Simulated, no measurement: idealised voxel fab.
This section sets out a process module, namely voxel wiring stack.
Pictured: cross-section cut, 215 nm wide, on a grid of 5 nm square cells.
Square cells in a grid make up a cross-section in this document, and the grid is given as bands, listed from the top down, each one or more rows of cells.
Heights first: top, then bottom, in nm. Then materials, left to right, each with a width in nm. "full width" on a single material: fills the band edge to edge. "empty": empty space.
Convention: height 0 is the level below which the wafer, as received, is all one material. The lowest band does not terminate at the bottom but continues downward, represented as "0 and below".
You'd read "30 to 40" like this: the band's top row of cells is as wide as the first number, its bottom row is as wide as the second, and going down, every row changes width by the same amount as the row before did.
Take "remained the same" at face value: in the step it is given for, the cross-section changed in none of its cells.
"Voids, sealed" contains a list of empty spaces, each no smaller than 8 cells and without an open way to the top, written in the form width x height at distance with the distance from the left edge and all three in nm.
Heads up: the bit after the settings on a step's line is the simulator's remark on that step.
Steps that use a mask can have "overlay nm" on their line. It says how far the mask sat to the right of where it was meant to be. Negative means to the left.
The process steps that were planned are listed below
1: RECEIVE [material Si]
2: CONFORMAL_DEP [material SiO2] [thk nm 15]
3: CONFORMAL_DEP [material SiCN] [thk nm 5]
4: DIRECTIONAL_DEP [material SiO2] [thk nm 25]
5: PATTERN [tone open] [mask id METAL_1] [material resist] [width nm 20] [pitch nm 45] [thk nm 15] [overlay nm 0]
6: DIRECTIONAL_ETCH [etch materials SiO2] [depth nm 25]
7: DIRECTIONAL_ETCH [etch materials SiCN] [depth nm 5]
8: STRIP [etch materials resist]
9: CONFORMAL_DEP [material TiN] [thk nm 5]
10: FILL_DEP [material W] [thk nm 10]
11: CMP [height nm 45]
12: CONFORMAL_DEP [material SiCN] [thk nm 5]
13: DIRECTIONAL_DEP [material lowk] [thk nm 10]
14: PATTERN [tone open] [mask id PLUG_1] [material resist] [width nm 15] [pitch nm 90] [thk nm 20] [overlay nm 0]
15: DIRECTIONAL_ETCH [etch materials lowk] [depth nm 10]
16: DIRECTIONAL_ETCH [etch materials SiCN] [depth nm 5]
17: STRIP [etch materials resist]
18: CONFORMAL_DEP [material TiN] [thk nm 5]
19: FILL_DEP [material Cu] [thk nm 5]
20: CMP [height nm 60]
21: CONFORMAL_DEP [material SiCN] [thk nm 5]
22: DIRECTIONAL_DEP [material lowk] [thk nm 20]
23: DIRECTIONAL_DEP [material aC] [thk nm 15]
24: PATTERN [tone open] [mask id METAL_2] [material resist] [width nm 20] [pitch nm 45] [thk nm 30] [overlay nm 0]
25: DIRECTIONAL_ETCH [etch materials aC] [depth nm 15]
26: STRIP [etch materials resist]
27: DIRECTIONAL_ETCH [etch materials lowk] [depth nm 20]
28: DIRECTIONAL_ETCH [etch materials SiCN] [depth nm 5]
29: STRIP [etch materials aC]
30: CONFORMAL_DEP [material TiN] [thk nm 5]
31: FILL_DEP [material Ru] [thk nm 10]
32: CMP [height nm 85]
33: CONFORMAL_DEP [material SiCN] [thk nm 5]
34: DIRECTIONAL_DEP [material SiO2] [thk nm 30]
35: PATTERN [tone open] [mask id METAL_3] [material resist] [width nm 20] [pitch nm 45] [thk nm 20] [overlay nm 0]
36: DIRECTIONAL_ETCH [etch materials SiO2] [depth nm 20]
37: STRIP [etch materials resist]
38: MASKED_ETCH [tone open] [mask id METAL_3_HOLES] [width nm 15] [pitch nm 90] [etch materials SiO2] [depth nm 10] [overlay nm 0]
39: MASKED_ETCH [tone open] [mask id METAL_3_HOLES] [width nm 15] [pitch nm 90] [etch materials SiCN] [depth nm 5] [overlay nm 0]
40: CONFORMAL_DEP [material TiN] [thk nm 5]
41: FILL_DEP [material Cu] [thk nm 5]
42: CMP [height nm 120]
43: CONFORMAL_DEP [material SiCN] [thk nm 5]
The first of the two wafers, which ran as planned
Cross-sectional view of the wafer in its as-received condition, corresponding to the state after step 1
  0 and below | Si full width
  Voids, sealed: none
You're looking at a cross-section of the wafer after step 2
  15 down to 0 | SiO2 full width
  For the remainder of the cross-section, below 0, there is no change.
You're looking at a cross-section of the wafer after step 3
  20 down to 15 | SiCN full width
  For the remainder of the cross-section, below 15, there is no change.
You're looking at a cross-section of the wafer after step 4
  45 down to 20 | SiO2 full width
  For the remainder of the cross-section, below 20, there is no change.
You're looking at a cross-section of the wafer after step 5
  60 down to 45 | resist=50 | empty=20 | resist=25 | empty=20 | resist=25 | empty=20 | resist=55
  For the remainder of the cross-section, below 45, there is no change.
You're looking at a cross-section of the wafer after step 6
  60 down to 45 | resist=50 | empty=20 | resist=25 | empty=20 | resist=25 | empty=20 | resist=55
  45 down to 20 | SiO2=50 | empty=20 | SiO2=25 | empty=20 | SiO2=25 | empty=20 | SiO2=55
  For the remainder of the cross-section, below 20, there is no change.
You're looking at a cross-section of the wafer after step 7
  60 down to 45 | resist=50 | empty=20 | resist=25 | empty=20 | resist=25 | empty=20 | resist=55
  45 down to 20 | SiO2=50 | empty=20 | SiO2=25 | empty=20 | SiO2=25 | empty=20 | SiO2=55
  20 down to 15 | SiCN=50 | empty=20 | SiCN=25 | empty=20 | SiCN=25 | empty=20 | SiCN=55
  For the remainder of the cross-section, below 15, there is no change.
You're looking at a cross-section of the wafer after step 8
  45 down to 20 | SiO2=50 | empty=20 | SiO2=25 | empty=20 | SiO2=25 | empty=20 | SiO2=55
  For the remainder of the cross-section, below 20, there is no change.
You're looking at a cross-section of the wafer after step 9
  50 down to 45 | TiN=55 | empty=10 | TiN=35 | empty=10 | TiN=35 | empty=10 | TiN=60
  45 down to 20 | SiO2=50 | TiN=5 | empty=10 | TiN=5 | SiO2=25 | TiN=5 | empty=10 | TiN=5 | SiO2=25 | TiN=5 | empty=10 | TiN=5 | SiO2=55
  20 down to 15 | SiCN=50 | TiN=20 | SiCN=25 | TiN=20 | SiCN=25 | TiN=20 | SiCN=55
  For the remainder of the cross-section, below 15, there is no change.
You're looking at a cross-section of the wafer after step 10
  60 down to 50 | W full width
  50 down to 45 | TiN=55 | W=10 | TiN=35 | W=10 | TiN=35 | W=10 | TiN=60
  45 down to 20 | SiO2=50 | TiN=5 | W=10 | TiN=5 | SiO2=25 | TiN=5 | W=10 | TiN=5 | SiO2=25 | TiN=5 | W=10 | TiN=5 | SiO2=55
  For the remainder of the cross-section, below 20, there is no change.
You're looking at a cross-section of the wafer after step 11
  45 down to 20 | SiO2=50 | TiN=5 | W=10 | TiN=5 | SiO2=25 | TiN=5 | W=10 | TiN=5 | SiO2=25 | TiN=5 | W=10 | TiN=5 | SiO2=55
  For the remainder of the cross-section, below 20, there is no change.
You're looking at a cross-section of the wafer after step 12
  50 down to 45 | SiCN full width
  For the remainder of the cross-section, below 45, there is no change.
You're looking at a cross-section of the wafer after step 13
  60 down to 50 | lowk full width
  For the remainder of the cross-section, below 50, there is no change.
You're looking at a cross-section of the wafer after step 14
  80 down to 60 | resist=50 | empty=15 | resist=75 | empty=15 | resist=60
  For the remainder of the cross-section, below 60, there is no change.
You're looking at a cross-section of the wafer after step 15
  80 down to 60 | resist=50 | empty=15 | resist=75 | empty=15 | resist=60
  60 down to 50 | lowk=50 | empty=15 | lowk=75 | empty=15 | lowk=60
  For the remainder of the cross-section, below 50, there is no change.
You're looking at a cross-section of the wafer after step 16
  80 down to 60 | resist=50 | empty=15 | resist=75 | empty=15 | resist=60
  60 down to 50 | lowk=50 | empty=15 | lowk=75 | empty=15 | lowk=60
  50 down to 45 | SiCN=50 | empty=15 | SiCN=75 | empty=15 | SiCN=60
  For the remainder of the cross-section, below 45, there is no change.
You're looking at a cross-section of the wafer after step 17
  60 down to 50 | lowk=50 | empty=15 | lowk=75 | empty=15 | lowk=60
  For the remainder of the cross-section, below 50, there is no change.
You're looking at a cross-section of the wafer after step 18
  65 down to 60 | TiN=55 | empty=5 | TiN=85 | empty=5 | TiN=65
  60 down to 50 | lowk=50 | TiN=5 | empty=5 | TiN=5 | lowk=75 | TiN=5 | empty=5 | TiN=5 | lowk=60
  50 down to 45 | SiCN=50 | TiN=15 | SiCN=75 | TiN=15 | SiCN=60
  For the remainder of the cross-section, below 45, there is no change.
You're looking at a cross-section of the wafer after step 19
  70 down to 65 | Cu full width
  65 down to 60 | TiN=55 | Cu=5 | TiN=85 | Cu=5 | TiN=65
  60 down to 50 | lowk=50 | TiN=5 | Cu=5 | TiN=5 | lowk=75 | TiN=5 | Cu=5 | TiN=5 | lowk=60
  For the remainder of the cross-section, below 50, there is no change.
You're looking at a cross-section of the wafer after step 20
  60 down to 50 | lowk=50 | TiN=5 | Cu=5 | TiN=5 | lowk=75 | TiN=5 | Cu=5 | TiN=5 | lowk=60
  For the remainder of the cross-section, below 50, there is no change.
You're looking at a cross-section of the wafer after step 21
  65 down to 60 | SiCN full width
  For the remainder of the cross-section, below 60, there is no change.
You're looking at a cross-section of the wafer after step 22
  85 down to 65 | lowk full width
  For the remainder of the cross-section, below 65, there is no change.
You're looking at a cross-section of the wafer after step 23
  100 down to 85 | aC full width
  For the remainder of the cross-section, below 85, there is no change.
You're looking at a cross-section of the wafer after step 24
  130 down to 100 | resist=50 | empty=20 | resist=25 | empty=20 | resist=25 | empty=20 | resist=55
  For the remainder of the cross-section, below 100, there is no change.
You're looking at a cross-section of the wafer after step 25
  115 down to 100 | resist=50 | empty=20 | resist=25 | empty=20 | resist=25 | empty=20 | resist=55
  100 down to 85 | aC=50 | empty=20 | aC=25 | empty=20 | aC=25 | empty=20 | aC=55
  For the remainder of the cross-section, below 85, there is no change.
You're looking at a cross-section of the wafer after step 26
  100 down to 85 | aC=50 | empty=20 | aC=25 | empty=20 | aC=25 | empty=20 | aC=55
  For the remainder of the cross-section, below 85, there is no change.
You're looking at a cross-section of the wafer after step 27
  100 down to 85 | aC=50 | empty=20 | aC=25 | empty=20 | aC=25 | empty=20 | aC=55
  85 down to 65 | lowk=50 | empty=20 | lowk=25 | empty=20 | lowk=25 | empty=20 | lowk=55
  For the remainder of the cross-section, below 65, there is no change.
You're looking at a cross-section of the wafer after step 28
  100 down to 85 | aC=50 | empty=20 | aC=25 | empty=20 | aC=25 | empty=20 | aC=55
  85 down to 65 | lowk=50 | empty=20 | lowk=25 | empty=20 | lowk=25 | empty=20 | lowk=55
  65 down to 60 | SiCN=50 | empty=20 | SiCN=25 | empty=20 | SiCN=25 | empty=20 | SiCN=55
  For the remainder of the cross-section, below 60, there is no change.
You're looking at a cross-section of the wafer after step 29
  85 down to 65 | lowk=50 | empty=20 | lowk=25 | empty=20 | lowk=25 | empty=20 | lowk=55
  For the remainder of the cross-section, below 65, there is no change.
You're looking at a cross-section of the wafer after step 30
  90 down to 85 | TiN=55 | empty=10 | TiN=35 | empty=10 | TiN=35 | empty=10 | TiN=60
  85 down to 65 | lowk=50 | TiN=5 | empty=10 | TiN=5 | lowk=25 | TiN=5 | empty=10 | TiN=5 | lowk=25 | TiN=5 | empty=10 | TiN=5 | lowk=55
  65 down to 60 | SiCN=50 | TiN=20 | SiCN=25 | TiN=20 | SiCN=25 | TiN=20 | SiCN=55
  For the remainder of the cross-section, below 60, there is no change.
You're looking at a cross-section of the wafer after step 31
  100 down to 90 | Ru full width
  90 down to 85 | TiN=55 | Ru=10 | TiN=35 | Ru=10 | TiN=35 | Ru=10 | TiN=60
  85 down to 65 | lowk=50 | TiN=5 | Ru=10 | TiN=5 | lowk=25 | TiN=5 | Ru=10 | TiN=5 | lowk=25 | TiN=5 | Ru=10 | TiN=5 | lowk=55
  For the remainder of the cross-section, below 65, there is no change.
You're looking at a cross-section of the wafer after step 32
  85 down to 65 | lowk=50 | TiN=5 | Ru=10 | TiN=5 | lowk=25 | TiN=5 | Ru=10 | TiN=5 | lowk=25 | TiN=5 | Ru=10 | TiN=5 | lowk=55
  For the remainder of the cross-section, below 65, there is no change.
You're looking at a cross-section of the wafer after step 33
  90 down to 85 | SiCN full width
  For the remainder of the cross-section, below 85, there is no change.
You're looking at a cross-section of the wafer after step 34
  120 down to 90 | SiO2 full width
  For the remainder of the cross-section, below 90, there is no change.
You're looking at a cross-section of the wafer after step 35
  140 down to 120 | resist=50 | empty=20 | resist=25 | empty=20 | resist=25 | empty=20 | resist=55
  For the remainder of the cross-section, below 120, there is no change.
You're looking at a cross-section of the wafer after step 36
  140 down to 120 | resist=50 | empty=20 | resist=25 | empty=20 | resist=25 | empty=20 | resist=55
  120 down to 100 | SiO2=50 | empty=20 | SiO2=25 | empty=20 | SiO2=25 | empty=20 | SiO2=55
  For the remainder of the cross-section, below 100, there is no change.
You're looking at a cross-section of the wafer after step 37
  120 down to 100 | SiO2=50 | empty=20 | SiO2=25 | empty=20 | SiO2=25 | empty=20 | SiO2=55
  For the remainder of the cross-section, below 100, there is no change.
You're looking at a cross-section of the wafer after step 38
  120 down to 100 | SiO2=50 | empty=20 | SiO2=25 | empty=20 | SiO2=25 | empty=20 | SiO2=55
  100 down to 90 | SiO2=50 | empty=15 | SiO2=75 | empty=15 | SiO2=60
  For the remainder of the cross-section, below 90, there is no change.
You're looking at a cross-section of the wafer after step 39
  120 down to 100 | SiO2=50 | empty=20 | SiO2=25 | empty=20 | SiO2=25 | empty=20 | SiO2=55
  100 down to 90 | SiO2=50 | empty=15 | SiO2=75 | empty=15 | SiO2=60
  90 down to 85 | SiCN=50 | empty=15 | SiCN=75 | empty=15 | SiCN=60
  For the remainder of the cross-section, below 85, there is no change.
You're looking at a cross-section of the wafer after step 40
  125 down to 120 | TiN=55 | empty=10 | TiN=35 | empty=10 | TiN=35 | empty=10 | TiN=60
  120 down to 105 | SiO2=50 | TiN=5 | empty=10 | TiN=5 | SiO2=25 | TiN=5 | empty=10 | TiN=5 | SiO2=25 | TiN=5 | empty=10 | TiN=5 | SiO2=55
  105 down to 100 | SiO2=50 | TiN=5 | empty=5 | TiN=10 | SiO2=25 | TiN=20 | SiO2=25 | TiN=5 | empty=5 | TiN=10 | SiO2=55
  100 down to 90 | SiO2=50 | TiN=5 | empty=5 | TiN=5 | SiO2=75 | TiN=5 | empty=5 | TiN=5 | SiO2=60
  90 down to 85 | SiCN=50 | TiN=15 | SiCN=75 | TiN=15 | SiCN=60
  For the remainder of the cross-section, below 85, there is no change.
You're looking at a cross-section of the wafer after step 41
  130 down to 125 | Cu full width
  125 down to 120 | TiN=55 | Cu=10 | TiN=35 | Cu=10 | TiN=35 | Cu=10 | TiN=60
  120 down to 105 | SiO2=50 | TiN=5 | Cu=10 | TiN=5 | SiO2=25 | TiN=5 | Cu=10 | TiN=5 | SiO2=25 | TiN=5 | Cu=10 | TiN=5 | SiO2=55
  105 down to 100 | SiO2=50 | TiN=5 | Cu=5 | TiN=10 | SiO2=25 | TiN=20 | SiO2=25 | TiN=5 | Cu=5 | TiN=10 | SiO2=55
  100 down to 90 | SiO2=50 | TiN=5 | Cu=5 | TiN=5 | SiO2=75 | TiN=5 | Cu=5 | TiN=5 | SiO2=60
  For the remainder of the cross-section, below 90, there is no change.
You're looking at a cross-section of the wafer after step 42
  120 down to 105 | SiO2=50 | TiN=5 | Cu=10 | TiN=5 | SiO2=25 | TiN=5 | Cu=10 | TiN=5 | SiO2=25 | TiN=5 | Cu=10 | TiN=5 | SiO2=55
  For the remainder of the cross-section, below 105, there is no change.
You're looking at a cross-section of the wafer after step 43
  125 down to 120 | SiCN full width
  For the remainder of the cross-section, below 120, there is no change.
Wafer two of two - same starting point, same process plan, one mistake in execution; matches wafer one up to and including step 10
The second wafer in cross-section, at the planned close of step 11: remained the same
The second wafer in cross-section, at the planned close of step 12
  65 down to 60 | SiCN full width
  For the remainder of the cross-section, below 60, there is no change.
The second wafer in cross-section, at the planned close of step 13
  75 down to 65 | lowk full width
  For the remainder of the cross-section, below 65, there is no change.
The second wafer in cross-section, at the planned close of step 14
  95 down to 75 | resist=50 | empty=15 | resist=75 | empty=15 | resist=60
  For the remainder of the cross-section, below 75, there is no change.
The second wafer in cross-section, at the planned close of step 15
  95 down to 75 | resist=50 | empty=15 | resist=75 | empty=15 | resist=60
  75 down to 65 | lowk=50 | empty=15 | lowk=75 | empty=15 | lowk=60
  For the remainder of the cross-section, below 65, there is no change.
The second wafer in cross-section, at the planned close of step 16
  95 down to 75 | resist=50 | empty=15 | resist=75 | empty=15 | resist=60
  75 down to 65 | lowk=50 | empty=15 | lowk=75 | empty=15 | lowk=60
  65 down to 60 | SiCN=50 | empty=15 | SiCN=75 | empty=15 | SiCN=60
  For the remainder of the cross-section, below 60, there is no change.
The second wafer in cross-section, at the planned close of step 17
  75 down to 65 | lowk=50 | empty=15 | lowk=75 | empty=15 | lowk=60
  For the remainder of the cross-section, below 65, there is no change.
The second wafer in cross-section, at the planned close of step 18
  80 down to 75 | TiN=55 | empty=5 | TiN=85 | empty=5 | TiN=65
  75 down to 65 | lowk=50 | TiN=5 | empty=5 | TiN=5 | lowk=75 | TiN=5 | empty=5 | TiN=5 | lowk=60
  65 down to 60 | SiCN=50 | TiN=15 | SiCN=75 | TiN=15 | SiCN=60
  For the remainder of the cross-section, below 60, there is no change.
The second wafer in cross-section, at the planned close of step 19
  85 down to 80 | Cu full width
  80 down to 75 | TiN=55 | Cu=5 | TiN=85 | Cu=5 | TiN=65
  75 down to 65 | lowk=50 | TiN=5 | Cu=5 | TiN=5 | lowk=75 | TiN=5 | Cu=5 | TiN=5 | lowk=60
  For the remainder of the cross-section, below 65, there is no change.
The second wafer in cross-section, at the planned close of step 20
  60 down to 50 | W full width
  For the remainder of the cross-section, below 50, there is no change.
The second wafer in cross-section, at the planned close of step 21
  65 down to 60 | SiCN full width
  For the remainder of the cross-section, below 60, there is no change.
The second wafer in cross-section, at the planned close of step 22
  85 down to 65 | lowk full width
  For the remainder of the cross-section, below 65, there is no change.
The second wafer in cross-section, at the planned close of step 23
  100 down to 85 | aC full width
  For the remainder of the cross-section, below 85, there is no change.
The second wafer in cross-section, at the planned close of step 24
  130 down to 100 | resist=50 | empty=20 | resist=25 | empty=20 | resist=25 | empty=20 | resist=55
  For the remainder of the cross-section, below 100, there is no change.
The second wafer in cross-section, at the planned close of step 25
  115 down to 100 | resist=50 | empty=20 | resist=25 | empty=20 | resist=25 | empty=20 | resist=55
  100 down to 85 | aC=50 | empty=20 | aC=25 | empty=20 | aC=25 | empty=20 | aC=55
  For the remainder of the cross-section, below 85, there is no change.
The second wafer in cross-section, at the planned close of step 26
  100 down to 85 | aC=50 | empty=20 | aC=25 | empty=20 | aC=25 | empty=20 | aC=55
  For the remainder of the cross-section, below 85, there is no change.
The second wafer in cross-section, at the planned close of step 27
  100 down to 85 | aC=50 | empty=20 | aC=25 | empty=20 | aC=25 | empty=20 | aC=55
  85 down to 65 | lowk=50 | empty=20 | lowk=25 | empty=20 | lowk=25 | empty=20 | lowk=55
  For the remainder of the cross-section, below 65, there is no change.
The second wafer in cross-section, at the planned close of step 28
  100 down to 85 | aC=50 | empty=20 | aC=25 | empty=20 | aC=25 | empty=20 | aC=55
  85 down to 65 | lowk=50 | empty=20 | lowk=25 | empty=20 | lowk=25 | empty=20 | lowk=55
  65 down to 60 | SiCN=50 | empty=20 | SiCN=25 | empty=20 | SiCN=25 | empty=20 | SiCN=55
  For the remainder of the cross-section, below 60, there is no change.
The second wafer in cross-section, at the planned close of step 29
  85 down to 65 | lowk=50 | empty=20 | lowk=25 | empty=20 | lowk=25 | empty=20 | lowk=55
  For the remainder of the cross-section, below 65, there is no change.
The second wafer in cross-section, at the planned close of step 30
  90 down to 85 | TiN=55 | empty=10 | TiN=35 | empty=10 | TiN=35 | empty=10 | TiN=60
  85 down to 65 | lowk=50 | TiN=5 | empty=10 | TiN=5 | lowk=25 | TiN=5 | empty=10 | TiN=5 | lowk=25 | TiN=5 | empty=10 | TiN=5 | lowk=55
  65 down to 60 | SiCN=50 | TiN=20 | SiCN=25 | TiN=20 | SiCN=25 | TiN=20 | SiCN=55
  For the remainder of the cross-section, below 60, there is no change.
The second wafer in cross-section, at the planned close of step 31
  100 down to 90 | Ru full width
  90 down to 85 | TiN=55 | Ru=10 | TiN=35 | Ru=10 | TiN=35 | Ru=10 | TiN=60
  85 down to 65 | lowk=50 | TiN=5 | Ru=10 | TiN=5 | lowk=25 | TiN=5 | Ru=10 | TiN=5 | lowk=25 | TiN=5 | Ru=10 | TiN=5 | lowk=55
  For the remainder of the cross-section, below 65, there is no change.
The second wafer in cross-section, at the planned close of step 32
  85 down to 65 | lowk=50 | TiN=5 | Ru=10 | TiN=5 | lowk=25 | TiN=5 | Ru=10 | TiN=5 | lowk=25 | TiN=5 | Ru=10 | TiN=5 | lowk=55
  For the remainder of the cross-section, below 65, there is no change.
The second wafer in cross-section, at the planned close of step 33
  90 down to 85 | SiCN full width
  For the remainder of the cross-section, below 85, there is no change.
The second wafer in cross-section, at the planned close of step 34
  120 down to 90 | SiO2 full width
  For the remainder of the cross-section, below 90, there is no change.
The second wafer in cross-section, at the planned close of step 35
  140 down to 120 | resist=50 | empty=20 | resist=25 | empty=20 | resist=25 | empty=20 | resist=55
  For the remainder of the cross-section, below 120, there is no change.
The second wafer in cross-section, at the planned close of step 36
  140 down to 120 | resist=50 | empty=20 | resist=25 | empty=20 | resist=25 | empty=20 | resist=55
  120 down to 100 | SiO2=50 | empty=20 | SiO2=25 | empty=20 | SiO2=25 | empty=20 | SiO2=55
  For the remainder of the cross-section, below 100, there is no change.
The second wafer in cross-section, at the planned close of step 37
  120 down to 100 | SiO2=50 | empty=20 | SiO2=25 | empty=20 | SiO2=25 | empty=20 | SiO2=55
  For the remainder of the cross-section, below 100, there is no change.
The second wafer in cross-section, at the planned close of step 38
  120 down to 100 | SiO2=50 | empty=20 | SiO2=25 | empty=20 | SiO2=25 | empty=20 | SiO2=55
  100 down to 90 | SiO2=50 | empty=15 | SiO2=75 | empty=15 | SiO2=60
  For the remainder of the cross-section, below 90, there is no change.
The second wafer in cross-section, at the planned close of step 39
  120 down to 100 | SiO2=50 | empty=20 | SiO2=25 | empty=20 | SiO2=25 | empty=20 | SiO2=55
  100 down to 90 | SiO2=50 | empty=15 | SiO2=75 | empty=15 | SiO2=60
  90 down to 85 | SiCN=50 | empty=15 | SiCN=75 | empty=15 | SiCN=60
  For the remainder of the cross-section, below 85, there is no change.
The second wafer in cross-section, at the planned close of step 40
  125 down to 120 | TiN=55 | empty=10 | TiN=35 | empty=10 | TiN=35 | empty=10 | TiN=60
  120 down to 105 | SiO2=50 | TiN=5 | empty=10 | TiN=5 | SiO2=25 | TiN=5 | empty=10 | TiN=5 | SiO2=25 | TiN=5 | empty=10 | TiN=5 | SiO2=55
  105 down to 100 | SiO2=50 | TiN=5 | empty=5 | TiN=10 | SiO2=25 | TiN=20 | SiO2=25 | TiN=5 | empty=5 | TiN=10 | SiO2=55
  100 down to 90 | SiO2=50 | TiN=5 | empty=5 | TiN=5 | SiO2=75 | TiN=5 | empty=5 | TiN=5 | SiO2=60
  90 down to 85 | SiCN=50 | TiN=15 | SiCN=75 | TiN=15 | SiCN=60
  For the remainder of the cross-section, below 85, there is no change.
The second wafer in cross-section, at the planned close of step 41
  130 down to 125 | Cu full width
  125 down to 120 | TiN=55 | Cu=10 | TiN=35 | Cu=10 | TiN=35 | Cu=10 | TiN=60
  120 down to 105 | SiO2=50 | TiN=5 | Cu=10 | TiN=5 | SiO2=25 | TiN=5 | Cu=10 | TiN=5 | SiO2=25 | TiN=5 | Cu=10 | TiN=5 | SiO2=55
  105 down to 100 | SiO2=50 | TiN=5 | Cu=5 | TiN=10 | SiO2=25 | TiN=20 | SiO2=25 | TiN=5 | Cu=5 | TiN=10 | SiO2=55
  100 down to 90 | SiO2=50 | TiN=5 | Cu=5 | TiN=5 | SiO2=75 | TiN=5 | Cu=5 | TiN=5 | SiO2=60
  For the remainder of the cross-section, below 90, there is no change.
The second wafer in cross-section, at the planned close of step 42
  120 down to 105 | SiO2=50 | TiN=5 | Cu=10 | TiN=5 | SiO2=25 | TiN=5 | Cu=10 | TiN=5 | SiO2=25 | TiN=5 | Cu=10 | TiN=5 | SiO2=55
  For the remainder of the cross-section, below 105, there is no change.
The second wafer in cross-section, at the planned close of step 43
  125 down to 120 | SiCN full width
  For the remainder of the cross-section, below 120, there is no change.
Processing error: it should be noted that step 11 of the plan was omitted and was not performed
Counted in cells at the end, the second wafer holds more or fewer of these materials than the first: 4 fewer of Cu, 37 fewer of SiCN, 23 more of TiN, 92 more of W, 74 fewer of lowk
